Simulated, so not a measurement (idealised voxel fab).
process module | voxel fin reveal
cross-section cut | 235 nm wide | cells 5 nm
A cross-section is a grid of square cells, given in bands from the top down. A band is one or more rows of cells.
Each band's line starts with the height of the band's top and of its bottom, in nm. Then come its materials from left to right, each with its width in nm. One material with "throughout" fills the band from edge to edge. "air" is empty space.
Height 0 is the level under which the wafer as received is all one material. The lowest band goes on downwards, as in "0 down".
A width such as "30 to 40" changes by the same amount from each row of cells to the next, from the band's top row to its bottom row.
"no change" after a step means that no cell of the cross-section changed.
closed voids: empty space of 8 cells or more with no open way to the top, each as width x height at its distance from the left edge, in nm
after a step's settings: what the simulator itself notes on the step
overlay nm, on a step with a mask: how far to the right of its planned place the mask lay; to the left if negative
Each pair below shows a cross-section before one step and the cross-section after it, down to the lowest band that changed. The line under each pair gives the step between them, with its settings. The pairs can come from different runs of this module on the same starting wafer, so a pair continues from the pair above only where its "before" says so.
before
  0 down: Si throughout
  closed voids: none
after
  5 to 0: SiN throughout
  below 0: unchanged
  closed voids: none
the step between: op CONFORMAL_DEP | material SiN | thk nm 5
before: the cross-section after the pair above
after
  25 to 5: air 50 | resist 15 | air 25 | resist 15 | air 25 | resist 15 | air 25 | resist 15 | air 50
  below 5: unchanged
  closed voids: none
the step between: op PATTERN | tone cover | mask id FINS | material resist | width nm 15 | pitch nm 40 | thk nm 20 | overlay nm 0
before: the cross-section after the pair above
after
  25 to 5: air 50 | resist 15 | air 25 | resist 15 | air 25 | resist 15 | air 25 | resist 15 | air 50
  5 to 0: air 50 | SiN 15 | air 25 | SiN 15 | air 25 | SiN 15 | air 25 | SiN 15 | air 50
  below 0: unchanged
  closed voids: none
the step between: op DIRECTIONAL_ETCH | etch materials SiN | depth nm 5
before: the cross-section after the pair above
after
  25 to 5: air 50 | resist 15 | air 25 | resist 15 | air 25 | resist 15 | air 25 | resist 15 | air 50
  5 to 0: air 50 | SiN 15 | air 25 | SiN 15 | air 25 | SiN 15 | air 25 | SiN 15 | air 50
  0 to -35: air 50 | Si 15 | air 25 | Si 15 | air 25 | Si 15 | air 25 | Si 15 | air 50
  below -35: unchanged
  closed voids: none
the step between: op DIRECTIONAL_ETCH | etch materials Si | depth nm 35
before: the cross-section after the pair above
after
  5 to 0: air 50 | SiN 15 | air 25 | SiN 15 | air 25 | SiN 15 | air 25 | SiN 15 | air 50
  below 0: unchanged
  closed voids: none
the step between: op STRIP | etch materials resist
before: the cross-section after the pair above
after
  5 to 0: air 50 | SiN 15 | air 25 | SiN 15 | air 25 | SiN 15 | air 25 | SiN 15 | air 50
  0 to -35: air 50 | SiO2 5 | Si 5 | SiO2 5 | air 25 | SiO2 5 | Si 5 | SiO2 5 | air 25 | SiO2 5 | Si 5 | SiO2 5 | air 25 | SiO2 5 | Si 5 | SiO2 5 | air 50
  -35 to -40: SiO2 55 | Si 5 | SiO2 35 | Si 5 | SiO2 35 | Si 5 | SiO2 35 | Si 5 | SiO2 55
  below -40: unchanged
  closed voids: none
the step between: op OXIDIZE | depth nm 5
before: the cross-section after the pair above
after
  10 to 5: SiO2 throughout
  5 to 0: SiO2 50 | SiN 15 | SiO2 25 | SiN 15 | SiO2 25 | SiN 15 | SiO2 25 | SiN 15 | SiO2 50
  0 to -40: SiO2 55 | Si 5 | SiO2 35 | Si 5 | SiO2 35 | Si 5 | SiO2 35 | Si 5 | SiO2 55
  below -40: unchanged
  closed voids: none
the step between: op FILL_DEP | material SiO2 | thk nm 5
before: the cross-section after the pair above
after
  5 to 0: SiO2 50 | SiN 15 | SiO2 25 | SiN 15 | SiO2 25 | SiN 15 | SiO2 25 | SiN 15 | SiO2 50
  below 0: unchanged
  closed voids: none
the step between: op CMP | height nm 5
before: the cross-section after the pair above
after
  5 to 0: air 50 | SiN 15 | air 25 | SiN 15 | air 25 | SiN 15 | air 25 | SiN 15 | air 50
  0 to -10: air 55 | Si 5 | air 35 | Si 5 | air 35 | Si 5 | air 35 | Si 5 | air 55
  below -10: unchanged
  closed voids: none
the step between: op SELECTIVE_ETCH | etch materials SiO2 | depth nm 15
before: the cross-section after the pair above
after
  0 to -10: air 55 | Si 5 | air 35 | Si 5 | air 35 | Si 5 | air 35 | Si 5 | air 55
  below -10: unchanged
  closed voids: none
the step between: op STRIP | etch materials SiN
before: the cross-section after the pair above
after
  5 to 0: air 50 | SiO2 15 | air 25 | SiO2 15 | air 25 | SiO2 15 | air 25 | SiO2 15 | air 50
  0 to -5: air 50 | SiO2 5 | Si 5 | SiO2 5 | air 25 | SiO2 5 | Si 5 | SiO2 5 | air 25 | SiO2 5 | Si 5 | SiO2 5 | air 25 | SiO2 5 | Si 5 | SiO2 5 | air 50
  -5 to -40: SiO2 55 | Si 5 | SiO2 35 | Si 5 | SiO2 35 | Si 5 | SiO2 35 | Si 5 | SiO2 55
  below -40: unchanged
  closed voids: none
the step between: op CONFORMAL_DEP | material SiO2 | thk nm 5
before
  5 to 0: air 50 | SiN 15 | air 25 | SiN 15 | air 25 | SiN 15 | air 25 | SiN 15 | air 50
  0 to -10: air 55 | Si 5 | air 35 | Si 5 | air 35 | Si 5 | air 35 | Si 5 | air 55
  -10 to -40: SiO2 55 | Si 5 | SiO2 35 | Si 5 | SiO2 35 | Si 5 | SiO2 35 | Si 5 | SiO2 55
  -40 down: Si throughout
  closed voids: none
after
  5 to 0: air 50 | SiN 15 | air 25 | SiN 15 | air 25 | SiN 15 | air 25 | SiN 15 | air 50
  0 to -25: air 55 | Si 5 | air 35 | Si 5 | air 35 | Si 5 | air 35 | Si 5 | air 55
  below -25: unchanged
  closed voids: none
the step between: op SELECTIVE_ETCH | etch materials SiO2 | depth nm 15
before: the cross-section after the pair above
after
  0 to -25: air 55 | Si 5 | air 35 | Si 5 | air 35 | Si 5 | air 35 | Si 5 | air 55
  below -25: unchanged
  closed voids: none
the step between: op STRIP | etch materials SiN
before: the cross-section after the pair above
after
  5 to 0: air 50 | SiO2 15 | air 25 | SiO2 15 | air 25 | SiO2 15 | air 25 | SiO2 15 | air 50
  0 to -20: air 50 | SiO2 5 | Si 5 | SiO2 5 | air 25 | SiO2 5 | Si 5 | SiO2 5 | air 25 | SiO2 5 | Si 5 | SiO2 5 | air 25 | SiO2 5 | Si 5 | SiO2 5 | air 50
  -20 to -40: SiO2 55 | Si 5 | SiO2 35 | Si 5 | SiO2 35 | Si 5 | SiO2 35 | Si 5 | SiO2 55
  below -40: unchanged
  closed voids: none
the step between: op CONFORMAL_DEP | material SiO2 | thk nm 5
before
  5 to 0: SiO2 50 | SiN 15 | SiO2 25 | SiN 15 | SiO2 25 | SiN 15 | SiO2 25 | SiN 15 | SiO2 50
  0 to -40: SiO2 55 | Si 5 | SiO2 35 | Si 5 | SiO2 35 | Si 5 | SiO2 35 | Si 5 | SiO2 55
  -40 down: Si throughout
  closed voids: none
after
  5 to 0: SiO2 50 | air 15 | SiO2 25 | air 15 | SiO2 25 | air 15 | SiO2 25 | air 15 | SiO2 50
  below 0: unchanged
  closed voids: none
the step between: op STRIP | etch materials SiN
before: the cross-section after the pair above
after
  0 to -10: air 55 | Si 5 | air 35 | Si 5 | air 35 | Si 5 | air 35 | Si 5 | air 55
  -10 to -15: SiO2 35 | air 20 | Si 5 | air 35 | Si 5 | air 35 | Si 5 | air 35 | Si 5 | air 20 | SiO2 35
  below -15: unchanged
  closed voids: none
the step between: op SELECTIVE_ETCH | etch materials SiO2 | depth nm 15
before: the cross-section after the pair above
after
  5 to 0: air 50 | SiO2 15 | air 25 | SiO2 15 | air 25 | SiO2 15 | air 25 | SiO2 15 | air 50
  0 to -5: air 50 | SiO2 5 | Si 5 | SiO2 5 | air 25 | SiO2 5 | Si 5 | SiO2 5 | air 25 | SiO2 5 | Si 5 | SiO2 5 | air 25 | SiO2 5 | Si 5 | SiO2 5 | air 50
  -5 to -10: SiO2 40 | air 10 | SiO2 5 | Si 5 | SiO2 5 | air 25 | SiO2 5 | Si 5 | SiO2 5 | air 25 | SiO2 5 | Si 5 | SiO2 5 | air 25 | SiO2 5 | Si 5 | SiO2 5 | air 10 | SiO2 40
  -10 to -40: SiO2 55 | Si 5 | SiO2 35 | Si 5 | SiO2 35 | Si 5 | SiO2 35 | Si 5 | SiO2 55
  below -40: unchanged
  closed voids: none
the step between: op CONFORMAL_DEP | material SiO2 | thk nm 5
before
  25 to 5: air 50 | resist 15 | air 25 | resist 15 | air 25 | resist 15 | air 25 | resist 15 | air 50
  5 to 0: air 50 | SiN 15 | air 25 | SiN 15 | air 25 | SiN 15 | air 25 | SiN 15 | air 50
  0 down: Si throughout
  closed voids: none
after
  25 to 5: air 50 | resist 15 | air 25 | resist 15 | air 25 | resist 15 | air 25 | resist 15 | air 50
  5 to 0: air 50 | SiN 15 | air 25 | SiN 15 | air 25 | SiN 15 | air 25 | SiN 15 | air 50
  0 to -25: air 50 | Si 15 | air 25 | Si 15 | air 25 | Si 15 | air 25 | Si 15 | air 50
  below -25: unchanged
  closed voids: none
the step between: op DIRECTIONAL_ETCH | etch materials Si | depth nm 25
before: the cross-section after the pair above
after
  5 to 0: air 50 | SiN 15 | air 25 | SiN 15 | air 25 | SiN 15 | air 25 | SiN 15 | air 50
  below 0: unchanged
  closed voids: none
the step between: op STRIP | etch materials resist
before: the cross-section after the pair above
after
  5 to 0: air 50 | SiN 15 | air 25 | SiN 15 | air 25 | SiN 15 | air 25 | SiN 15 | air 50
  0 to -25: air 50 | SiO2 5 | Si 5 | SiO2 5 | air 25 | SiO2 5 | Si 5 | SiO2 5 | air 25 | SiO2 5 | Si 5 | SiO2 5 | air 25 | SiO2 5 | Si 5 | SiO2 5 | air 50
  -25 to -30: SiO2 55 | Si 5 | SiO2 35 | Si 5 | SiO2 35 | Si 5 | SiO2 35 | Si 5 | SiO2 55
  below -30: unchanged
  closed voids: none
the step between: op OXIDIZE | depth nm 5
before: the cross-section after the pair above
after
  10 to 5: SiO2 throughout
  5 to 0: SiO2 50 | SiN 15 | SiO2 25 | SiN 15 | SiO2 25 | SiN 15 | SiO2 25 | SiN 15 | SiO2 50
  0 to -30: SiO2 55 | Si 5 | SiO2 35 | Si 5 | SiO2 35 | Si 5 | SiO2 35 | Si 5 | SiO2 55
  below -30: unchanged
  closed voids: none
the step between: op FILL_DEP | material SiO2 | thk nm 5
before: the cross-section after the pair above
after
  5 to 0: SiO2 50 | SiN 15 | SiO2 25 | SiN 15 | SiO2 25 | SiN 15 | SiO2 25 | SiN 15 | SiO2 50
  below 0: unchanged
  closed voids: none
the step between: op CMP | height nm 5
before: the cross-section after the pair above
after
  5 to 0: air 50 | SiN 15 | air 25 | SiN 15 | air 25 | SiN 15 | air 25 | SiN 15 | air 50
  0 to -10: air 55 | Si 5 | air 35 | Si 5 | air 35 | Si 5 | air 35 | Si 5 | air 55
  below -10: unchanged
  closed voids: none
the step between: op SELECTIVE_ETCH | etch materials SiO2 | depth nm 15
before: the cross-section after the pair above
after
  0 to -10: air 55 | Si 5 | air 35 | Si 5 | air 35 | Si 5 | air 35 | Si 5 | air 55
  below -10: unchanged
  closed voids: none
the step between: op STRIP | etch materials SiN
before: the cross-section after the pair above
after
  5 to 0: air 50 | SiO2 15 | air 25 | SiO2 15 | air 25 | SiO2 15 | air 25 | SiO2 15 | air 50
  0 to -5: air 50 | SiO2 5 | Si 5 | SiO2 5 | air 25 | SiO2 5 | Si 5 | SiO2 5 | air 25 | SiO2 5 | Si 5 | SiO2 5 | air 25 | SiO2 5 | Si 5 | SiO2 5 | air 50
  -5 to -30: SiO2 55 | Si 5 | SiO2 35 | Si 5 | SiO2 35 | Si 5 | SiO2 35 | Si 5 | SiO2 55
  below -30: unchanged
  closed voids: none
the step between: op CONFORMAL_DEP | material SiO2 | thk nm 5
before
  5 to 0: SiN throughout
  0 down: Si throughout
  closed voids: none
after
  25 to 5: air 45 | resist 25 | air 15 | resist 25 | air 15 | resist 25 | air 15 | resist 25 | air 45
  below 5: unchanged
  closed voids: none
the step between: op PATTERN | tone cover | mask id FINS | material resist | width nm 25 | pitch nm 40 | thk nm 20 | overlay nm 0
before: the cross-section after the pair above
after
  25 to 5: air 45 | resist 25 | air 15 | resist 25 | air 15 | resist 25 | air 15 | resist 25 | air 45
  5 to 0: air 45 | SiN 25 | air 15 | SiN 25 | air 15 | SiN 25 | air 15 | SiN 25 | air 45
  below 0: unchanged
  closed voids: none
the step between: op DIRECTIONAL_ETCH | etch materials SiN | depth nm 5
before: the cross-section after the pair above
after
  25 to 5: air 45 | resist 25 | air 15 | resist 25 | air 15 | resist 25 | air 15 | resist 25 | air 45
  5 to 0: air 45 | SiN 25 | air 15 | SiN 25 | air 15 | SiN 25 | air 15 | SiN 25 | air 45
  0 to -35: air 45 | Si 25 | air 15 | Si 25 | air 15 | Si 25 | air 15 | Si 25 | air 45
  below -35: unchanged
  closed voids: none
the step between: op DIRECTIONAL_ETCH | etch materials Si | depth nm 35
before: the cross-section after the pair above
after
  5 to 0: air 45 | SiN 25 | air 15 | SiN 25 | air 15 | SiN 25 | air 15 | SiN 25 | air 45
  below 0: unchanged
  closed voids: none
the step between: op STRIP | etch materials resist
before: the cross-section after the pair above
after
  5 to 0: air 45 | SiN 25 | air 15 | SiN 25 | air 15 | SiN 25 | air 15 | SiN 25 | air 45
  0 to -35: air 45 | SiO2 5 | Si 15 | SiO2 5 | air 15 | SiO2 5 | Si 15 | SiO2 5 | air 15 | SiO2 5 | Si 15 | SiO2 5 | air 15 | SiO2 5 | Si 15 | SiO2 5 | air 45
  -35 to -40: SiO2 50 | Si 15 | SiO2 25 | Si 15 | SiO2 25 | Si 15 | SiO2 25 | Si 15 | SiO2 50
  below -40: unchanged
  closed voids: none
the step between: op OXIDIZE | depth nm 5
before: the cross-section after the pair above
after
  10 to 5: SiO2 throughout
  5 to 0: SiO2 45 | SiN 25 | SiO2 15 | SiN 25 | SiO2 15 | SiN 25 | SiO2 15 | SiN 25 | SiO2 45
  0 to -40: SiO2 50 | Si 15 | SiO2 25 | Si 15 | SiO2 25 | Si 15 | SiO2 25 | Si 15 | SiO2 50
  below -40: unchanged
  closed voids: none
the step between: op FILL_DEP | material SiO2 | thk nm 5
before: the cross-section after the pair above
after
  5 to 0: SiO2 45 | SiN 25 | SiO2 15 | SiN 25 | SiO2 15 | SiN 25 | SiO2 15 | SiN 25 | SiO2 45
  below 0: unchanged
  closed voids: none
the step between: op CMP | height nm 5
before: the cross-section after the pair above
after
  5 to 0: air 45 | SiN 25 | air 15 | SiN 25 | air 15 | SiN 25 | air 15 | SiN 25 | air 45
  0 to -10: air 50 | Si 15 | air 25 | Si 15 | air 25 | Si 15 | air 25 | Si 15 | air 50
  below -10: unchanged
  closed voids: none
the step between: op SELECTIVE_ETCH | etch materials SiO2 | depth nm 15
before: the cross-section after the pair above
after
  0 to -10: air 50 | Si 15 | air 25 | Si 15 | air 25 | Si 15 | air 25 | Si 15 | air 50
  below -10: unchanged
  closed voids: none
the step between: op STRIP | etch materials SiN
before: the cross-section after the pair above
after
  5 to 0: air 45 | SiO2 25 | air 15 | SiO2 25 | air 15 | SiO2 25 | air 15 | SiO2 25 | air 45
  0 to -5: air 45 | SiO2 5 | Si 15 | SiO2 5 | air 15 | SiO2 5 | Si 15 | SiO2 5 | air 15 | SiO2 5 | Si 15 | SiO2 5 | air 15 | SiO2 5 | Si 15 | SiO2 5 | air 45
  -5 to -40: SiO2 50 | Si 15 | SiO2 25 | Si 15 | SiO2 25 | Si 15 | SiO2 25 | Si 15 | SiO2 50
  below -40: unchanged
  closed voids: none
the step between: op CONFORMAL_DEP | material SiO2 | thk nm 5
before
  5 to 0: SiN throughout
  0 down: Si throughout
  closed voids: none
after
  25 to 5: air 55 | resist 15 | air 25 | resist 15 | air 25 | resist 15 | air 25 | resist 15 | air 45
  below 5: unchanged
  closed voids: none
the step between: op PATTERN | tone cover | mask id FINS | material resist | width nm 15 | pitch nm 40 | thk nm 20 | overlay nm 5
before: the cross-section after the pair above
after
  25 to 5: air 55 | resist 15 | air 25 | resist 15 | air 25 | resist 15 | air 25 | resist 15 | air 45
  5 to 0: air 55 | SiN 15 | air 25 | SiN 15 | air 25 | SiN 15 | air 25 | SiN 15 | air 45
  below 0: unchanged
  closed voids: none
the step between: op DIRECTIONAL_ETCH | etch materials SiN | depth nm 5
before: the cross-section after the pair above
after
  25 to 5: air 55 | resist 15 | air 25 | resist 15 | air 25 | resist 15 | air 25 | resist 15 | air 45
  5 to 0: air 55 | SiN 15 | air 25 | SiN 15 | air 25 | SiN 15 | air 25 | SiN 15 | air 45
  0 to -35: air 55 | Si 15 | air 25 | Si 15 | air 25 | Si 15 | air 25 | Si 15 | air 45
  below -35: unchanged
  closed voids: none
the step between: op DIRECTIONAL_ETCH | etch materials Si | depth nm 35
before: the cross-section after the pair above
after
  5 to 0: air 55 | SiN 15 | air 25 | SiN 15 | air 25 | SiN 15 | air 25 | SiN 15 | air 45
  below 0: unchanged
  closed voids: none
the step between: op STRIP | etch materials resist
before: the cross-section after the pair above
after
  5 to 0: air 55 | SiN 15 | air 25 | SiN 15 | air 25 | SiN 15 | air 25 | SiN 15 | air 45
  0 to -35: air 55 | SiO2 5 | Si 5 | SiO2 5 | air 25 | SiO2 5 | Si 5 | SiO2 5 | air 25 | SiO2 5 | Si 5 | SiO2 5 | air 25 | SiO2 5 | Si 5 | SiO2 5 | air 45
  -35 to -40: SiO2 60 | Si 5 | SiO2 35 | Si 5 | SiO2 35 | Si 5 | SiO2 35 | Si 5 | SiO2 50
  below -40: unchanged
  closed voids: none
the step between: op OXIDIZE | depth nm 5
before: the cross-section after the pair above
after
  10 to 5: SiO2 throughout
  5 to 0: SiO2 55 | SiN 15 | SiO2 25 | SiN 15 | SiO2 25 | SiN 15 | SiO2 25 | SiN 15 | SiO2 45
  0 to -40: SiO2 60 | Si 5 | SiO2 35 | Si 5 | SiO2 35 | Si 5 | SiO2 35 | Si 5 | SiO2 50
  below -40: unchanged
  closed voids: none
the step between: op FILL_DEP | material SiO2 | thk nm 5
before: the cross-section after the pair above
after
  5 to 0: SiO2 55 | SiN 15 | SiO2 25 | SiN 15 | SiO2 25 | SiN 15 | SiO2 25 | SiN 15 | SiO2 45
  below 0: unchanged
  closed voids: none
the step between: op CMP | height nm 5
before: the cross-section after the pair above
after
  5 to 0: air 55 | SiN 15 | air 25 | SiN 15 | air 25 | SiN 15 | air 25 | SiN 15 | air 45
  0 to -10: air 60 | Si 5 | air 35 | Si 5 | air 35 | Si 5 | air 35 | Si 5 | air 50
  below -10: unchanged
  closed voids: none
the step between: op SELECTIVE_ETCH | etch materials SiO2 | depth nm 15
before: the cross-section after the pair above
after
  0 to -10: air 60 | Si 5 | air 35 | Si 5 | air 35 | Si 5 | air 35 | Si 5 | air 50
  below -10: unchanged
  closed voids: none
the step between: op STRIP | etch materials SiN
before: the cross-section after the pair above
after
  5 to 0: air 55 | SiO2 15 | air 25 | SiO2 15 | air 25 | SiO2 15 | air 25 | SiO2 15 | air 45
  0 to -5: air 55 | SiO2 5 | Si 5 | SiO2 5 | air 25 | SiO2 5 | Si 5 | SiO2 5 | air 25 | SiO2 5 | Si 5 | SiO2 5 | air 25 | SiO2 5 | Si 5 | SiO2 5 | air 45
  -5 to -40: SiO2 60 | Si 5 | SiO2 35 | Si 5 | SiO2 35 | Si 5 | SiO2 35 | Si 5 | SiO2 50
  below -40: unchanged
  closed voids: none
the step between: op CONFORMAL_DEP | material SiO2 | thk nm 5
before
  5 to 0: air 50 | SiN 15 | air 25 | SiN 15 | air 25 | SiN 15 | air 25 | SiN 15 | air 50
  0 to -35: air 50 | SiO2 5 | Si 5 | SiO2 5 | air 25 | SiO2 5 | Si 5 | SiO2 5 | air 25 | SiO2 5 | Si 5 | SiO2 5 | air 25 | SiO2 5 | Si 5 | SiO2 5 | air 50
  -35 to -40: SiO2 55 | Si 5 | SiO2 35 | Si 5 | SiO2 35 | Si 5 | SiO2 35 | Si 5 | SiO2 55
  -40 down: Si throughout
  closed voids: none
after
  10 to 0: SiN throughout
  0 to -35: SiN 50 | SiO2 5 | Si 5 | SiO2 5 | SiN 25 | SiO2 5 | Si 5 | SiO2 5 | SiN 25 | SiO2 5 | Si 5 | SiO2 5 | SiN 25 | SiO2 5 | Si 5 | SiO2 5 | SiN 50
  below -35: unchanged
  closed voids: none
the step between: op FILL_DEP | material SiN | thk nm 5
before: the cross-section after the pair above
after
  5 to 0: SiN throughout
  below 0: unchanged
  closed voids: none
the step between: op CMP | height nm 5
before: the cross-section after the pair above
after
  0 to -35: air 50 | SiO2 5 | Si 5 | SiO2 5 | air 25 | SiO2 5 | Si 5 | SiO2 5 | air 25 | SiO2 5 | Si 5 | SiO2 5 | air 25 | SiO2 5 | Si 5 | SiO2 5 | air 50
  below -35: unchanged
  closed voids: none
the step between: op STRIP | etch materials SiN
before: the cross-section after the pair above
after
  5 to 0: air 45 | SiO2 25 | air 15 | SiO2 25 | air 15 | SiO2 25 | air 15 | SiO2 25 | air 45
  0 to -30: air 45 | SiO2 10 | Si 5 | SiO2 10 | air 15 | SiO2 10 | Si 5 | SiO2 10 | air 15 | SiO2 10 | Si 5 | SiO2 10 | air 15 | SiO2 10 | Si 5 | SiO2 10 | air 45
  -30 to -40: SiO2 55 | Si 5 | SiO2 35 | Si 5 | SiO2 35 | Si 5 | SiO2 35 | Si 5 | SiO2 55
  below -40: unchanged
  closed voids: none
the step between: op CONFORMAL_DEP | material SiO2 | thk nm 5
before
  5 to 0: SiN throughout
  0 down: Si throughout
  closed voids: none
after
  25 to 5: resist 50 | air 15 | resist 25 | air 15 | resist 25 | air 15 | resist 25 | air 15 | resist 50
  below 5: unchanged
  closed voids: none
the step between: op PATTERN | tone open | mask id FINS | material resist | width nm 15 | pitch nm 40 | thk nm 20 | overlay nm 0
before: the cross-section after the pair above
after
  25 to 5: resist 50 | air 15 | resist 25 | air 15 | resist 25 | air 15 | resist 25 | air 15 | resist 50
  5 to 0: SiN 50 | air 15 | SiN 25 | air 15 | SiN 25 | air 15 | SiN 25 | air 15 | SiN 50
  below 0: unchanged
  closed voids: none
the step between: op DIRECTIONAL_ETCH | etch materials SiN | depth nm 5
before: the cross-section after the pair above
after
  25 to 5: resist 50 | air 15 | resist 25 | air 15 | resist 25 | air 15 | resist 25 | air 15 | resist 50
  5 to 0: SiN 50 | air 15 | SiN 25 | air 15 | SiN 25 | air 15 | SiN 25 | air 15 | SiN 50
  0 to -35: Si 50 | air 15 | Si 25 | air 15 | Si 25 | air 15 | Si 25 | air 15 | Si 50
  below -35: unchanged
  closed voids: none
the step between: op DIRECTIONAL_ETCH | etch materials Si | depth nm 35
before: the cross-section after the pair above
after
  5 to 0: SiN 50 | air 15 | SiN 25 | air 15 | SiN 25 | air 15 | SiN 25 | air 15 | SiN 50
  below 0: unchanged
  closed voids: none
the step between: op STRIP | etch materials resist
before: the cross-section after the pair above
after
  5 to 0: SiN 50 | air 15 | SiN 25 | air 15 | SiN 25 | air 15 | SiN 25 | air 15 | SiN 50
  0 to -35: Si 45 | SiO2 5 | air 15 | SiO2 5 | Si 15 | SiO2 5 | air 15 | SiO2 5 | Si 15 | SiO2 5 | air 15 | SiO2 5 | Si 15 | SiO2 5 | air 15 | SiO2 5 | Si 45
  -35 to -40: Si 45 | SiO2 25 | Si 15 | SiO2 25 | Si 15 | SiO2 25 | Si 15 | SiO2 25 | Si 45
  below -40: unchanged
  closed voids: none
the step between: op OXIDIZE | depth nm 5
before: the cross-section after the pair above
after
  10 to 5: SiO2 throughout
  5 to 0: SiN 50 | SiO2 15 | SiN 25 | SiO2 15 | SiN 25 | SiO2 15 | SiN 25 | SiO2 15 | SiN 50
  0 to -40: Si 45 | SiO2 25 | Si 15 | SiO2 25 | Si 15 | SiO2 25 | Si 15 | SiO2 25 | Si 45
  below -40: unchanged
  closed voids: none
the step between: op FILL_DEP | material SiO2 | thk nm 5
before: the cross-section after the pair above
after
  5 to 0: SiN 50 | SiO2 15 | SiN 25 | SiO2 15 | SiN 25 | SiO2 15 | SiN 25 | SiO2 15 | SiN 50
  below 0: unchanged
  closed voids: none
the step between: op CMP | height nm 5
before: the cross-section after the pair above
after
  5 to 0: SiN 50 | air 15 | SiN 25 | air 15 | SiN 25 | air 15 | SiN 25 | air 15 | SiN 50
  0 to -10: Si 45 | air 25 | Si 15 | air 25 | Si 15 | air 25 | Si 15 | air 25 | Si 45
  below -10: unchanged
  closed voids: none
the step between: op SELECTIVE_ETCH | etch materials SiO2 | depth nm 15
before: the cross-section after the pair above
after
  0 to -10: Si 45 | air 25 | Si 15 | air 25 | Si 15 | air 25 | Si 15 | air 25 | Si 45
  below -10: unchanged
  closed voids: none
the step between: op STRIP | etch materials SiN
before: the cross-section after the pair above
after
  5 to 0: SiO2 50 | air 15 | SiO2 25 | air 15 | SiO2 25 | air 15 | SiO2 25 | air 15 | SiO2 50
  0 to -5: Si 45 | SiO2 5 | air 15 | SiO2 5 | Si 15 | SiO2 5 | air 15 | SiO2 5 | Si 15 | SiO2 5 | air 15 | SiO2 5 | Si 15 | SiO2 5 | air 15 | SiO2 5 | Si 45
  -5 to -40: Si 45 | SiO2 25 | Si 15 | SiO2 25 | Si 15 | SiO2 25 | Si 15 | SiO2 25 | Si 45
  below -40: unchanged
  closed voids: none
the step between: op CONFORMAL_DEP | material SiO2 | thk nm 5
